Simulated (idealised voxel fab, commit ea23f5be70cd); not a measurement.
voxel gate over fins: a process module
FYI the section here is cut, 240 nm wide, cells are 5 nm squares.
Think of the cross-section as a grid of square cells. We describe it in bands, top to bottom, and each band covers one or more rows of those cells. Within each band entry, the heights of the top and of the bottom of the band appear first, in that order and in nm; the materials of the band then follow from left to right, each with its corresponding width in nm. The designation "full width" on a single material indicates that it fills the band from edge to edge; the designation "blank" indicates empty space. Ref level 0: as-received wafer is one material below here. Bottom band extends down with no lower bound ("0 and below"). When a width is written as two numbers, as in "30 to 40", the first number is the width in the top row of cells of the band and the second is the width in its bottom row, and the width changes by the same amount from each row to the next. "stayed the same" -> step changed no cross-section cell. Listed in "Sealed cavities": every empty space of 8 or more cells without an open way to the top. Form: width x height at distance, the distance being from the left edge, all in nm. after a step's settings: what the simulator itself notes on the step. overlay nm: step with mask; distance mask lay right of planned place; negative value = left of planned place.

The planned process steps are enumerated hereunder:
step 1: RECEIVE with material Si
step 2: CONFORMAL_DEP with material SiN, thk nm 10
step 3: PATTERN with tone cover, mask id FINS, material resist, width nm 15, pitch nm 35, thk nm 15, overlay nm 0
step 4: DIRECTIONAL_ETCH with etch materials SiN, depth nm 10
step 5: DIRECTIONAL_ETCH with etch materials Si, depth nm 40
step 6: STRIP with etch materials resist
step 7: FILL_DEP with material SiO2, thk nm 10
step 8: CMP with height nm 10
step 9: SELECTIVE_ETCH with etch materials SiO2, depth nm 20
step 10: STRIP with etch materials SiN
step 11: CONFORMAL_DEP with material HfO2, thk nm 5
step 12: CONFORMAL_DEP with material TiN, thk nm 5
step 13: CONFORMAL_DEP with material TiAl, thk nm 5
step 14: CONFORMAL_DEP with material TiN, thk nm 5
step 15: FILL_DEP with material W, thk nm 10
step 16: CMP with height nm 25
step 17: CONFORMAL_DEP with material SiCN, thk nm 10

First wafer, two in total, run as planned:

So this is the incoming wafer in cross-section - it's already been through step 1:
    0 and below: Si full width
    Sealed cavities: none

After step 2:
    10 down to 0: SiN full width
    Lower than 0, everything is as it was.

After step 3:
    25 down to 10: 75 blank; 15 resist; 20 blank; 15 resist; 20 blank; 15 resist; 80 blank
    Lower than 10, everything is as it was.

After step 4:
    25 down to 10: 75 blank; 15 resist; 20 blank; 15 resist; 20 blank; 15 resist; 80 blank
    10 down to 0: 75 blank; 15 SiN; 20 blank; 15 SiN; 20 blank; 15 SiN; 80 blank
    Lower than 0, everything is as it was.

After step 5:
    25 down to 10: 75 blank; 15 resist; 20 blank; 15 resist; 20 blank; 15 resist; 80 blank
    10 down to 0: 75 blank; 15 SiN; 20 blank; 15 SiN; 20 blank; 15 SiN; 80 blank
    0 down to -40: 75 blank; 15 Si; 20 blank; 15 Si; 20 blank; 15 Si; 80 blank
    Lower than -40, everything is as it was.

After step 6:
    10 down to 0: 75 blank; 15 SiN; 20 blank; 15 SiN; 20 blank; 15 SiN; 80 blank
    Lower than 0, everything is as it was.

After step 7:
    20 down to 10: SiO2 full width
    10 down to 0: 75 SiO2; 15 SiN; 20 SiO2; 15 SiN; 20 SiO2; 15 SiN; 80 SiO2
    0 down to -40: 75 SiO2; 15 Si; 20 SiO2; 15 Si; 20 SiO2; 15 Si; 80 SiO2
    Lower than -40, everything is as it was.

After step 8:
    10 down to 0: 75 SiO2; 15 SiN; 20 SiO2; 15 SiN; 20 SiO2; 15 SiN; 80 SiO2
    Lower than 0, everything is as it was.

After step 9:
    10 down to 0: 75 blank; 15 SiN; 20 blank; 15 SiN; 20 blank; 15 SiN; 80 blank
    0 down to -10: 75 blank; 15 Si; 20 blank; 15 Si; 20 blank; 15 Si; 80 blank
    Lower than -10, everything is as it was.

After step 10:
    0 down to -10: 75 blank; 15 Si; 20 blank; 15 Si; 20 blank; 15 Si; 80 blank
    Lower than -10, everything is as it was.

After step 11:
    5 down to 0: 70 blank; 25 HfO2; 10 blank; 25 HfO2; 10 blank; 25 HfO2; 75 blank
    0 down to -5: 70 blank; 5 HfO2; 15 Si; 5 HfO2; 10 blank; 5 HfO2; 15 Si; 5 HfO2; 10 blank; 5 HfO2; 15 Si; 5 HfO2; 75 blank
    -5 down to -10: 75 HfO2; 15 Si; 20 HfO2; 15 Si; 20 HfO2; 15 Si; 80 HfO2
    Lower than -10, everything is as it was.

After step 12:
    10 down to 5: 65 blank; 105 TiN; 70 blank
    5 down to 0: 65 blank; 5 TiN; 25 HfO2; 10 TiN; 25 HfO2; 10 TiN; 25 HfO2; 5 TiN; 70 blank
    0 down to -5: 70 TiN; 5 HfO2; 15 Si; 5 HfO2; 10 TiN; 5 HfO2; 15 Si; 5 HfO2; 10 TiN; 5 HfO2; 15 Si; 5 HfO2; 75 TiN
    Lower than -5, everything is as it was.

After step 13:
    15 down to 10: 60 blank; 115 TiAl; 65 blank
    10 down to 5: 60 blank; 5 TiAl; 105 TiN; 5 TiAl; 65 blank
    5 down to 0: 65 TiAl; 5 TiN; 25 HfO2; 10 TiN; 25 HfO2; 10 TiN; 25 HfO2; 5 TiN; 70 TiAl
    Lower than 0, everything is as it was.

After step 14:
    20 down to 15: 55 blank; 125 TiN; 60 blank
    15 down to 10: 55 blank; 5 TiN; 115 TiAl; 5 TiN; 60 blank
    10 down to 5: 60 TiN; 5 TiAl; 105 TiN; 5 TiAl; 65 TiN
    Lower than 5, everything is as it was.

After step 15:
    30 down to 20: W full width
    20 down to 15: 55 W; 125 TiN; 60 W
    15 down to 10: 55 W; 5 TiN; 115 TiAl; 5 TiN; 60 W
    Lower than 10, everything is as it was.

After step 16:
    25 down to 20: W full width
    Lower than 20, everything is as it was.

After step 17:
    35 down to 25: SiCN full width
    Lower than 25, everything is as it was.

The Second Wafer: Common Origin and Plan, One Mistake in Execution, Identical to the First Through Step 10:

Second wafer: cross-section at the scheduled end of step 11: stayed the same

Second wafer: cross-section at the scheduled end of step 12:
    5 down to 0: 70 blank; 25 TiN; 10 blank; 25 TiN; 10 blank; 25 TiN; 75 blank
    0 down to -5: 70 blank; 5 TiN; 15 Si; 5 TiN; 10 blank; 5 TiN; 15 Si; 5 TiN; 10 blank; 5 TiN; 15 Si; 5 TiN; 75 blank
    -5 down to -10: 75 TiN; 15 Si; 20 TiN; 15 Si; 20 TiN; 15 Si; 80 TiN
    Lower than -10, everything is as it was.

Second wafer: cross-section at the scheduled end of step 13:
    10 down to 5: 65 blank; 105 TiAl; 70 blank
    5 down to 0: 65 blank; 5 TiAl; 25 TiN; 10 TiAl; 25 TiN; 10 TiAl; 25 TiN; 5 TiAl; 70 blank
    0 down to -5: 70 TiAl; 5 TiN; 15 Si; 5 TiN; 10 TiAl; 5 TiN; 15 Si; 5 TiN; 10 TiAl; 5 TiN; 15 Si; 5 TiN; 75 TiAl
    Lower than -5, everything is as it was.

Second wafer: cross-section at the scheduled end of step 14:
    15 down to 10: 60 blank; 115 TiN; 65 blank
    10 down to 5: 60 blank; 5 TiN; 105 TiAl; 5 TiN; 65 blank
    5 down to 0: 65 TiN; 5 TiAl; 25 TiN; 10 TiAl; 25 TiN; 10 TiAl; 25 TiN; 5 TiAl; 70 TiN
    Lower than 0, everything is as it was.

Second wafer: cross-section at the scheduled end of step 15:
    25 down to 15: W full width
    15 down to 10: 60 W; 115 TiN; 65 W
    10 down to 5: 60 W; 5 TiN; 105 TiAl; 5 TiN; 65 W
    Lower than 5, everything is as it was.

Second wafer: cross-section at the scheduled end of step 16: stayed the same

Second wafer: cross-section at the scheduled end of step 17:
    35 down to 25: SiCN full width
    Lower than 25, everything is as it was.
Misprocessing identified: step 11 of the plan got skipped, so it never ran
Wafer comparison, final, in cells, second relative to first, materials more or fewer: HfO2 -60; TiAl +8; W +52
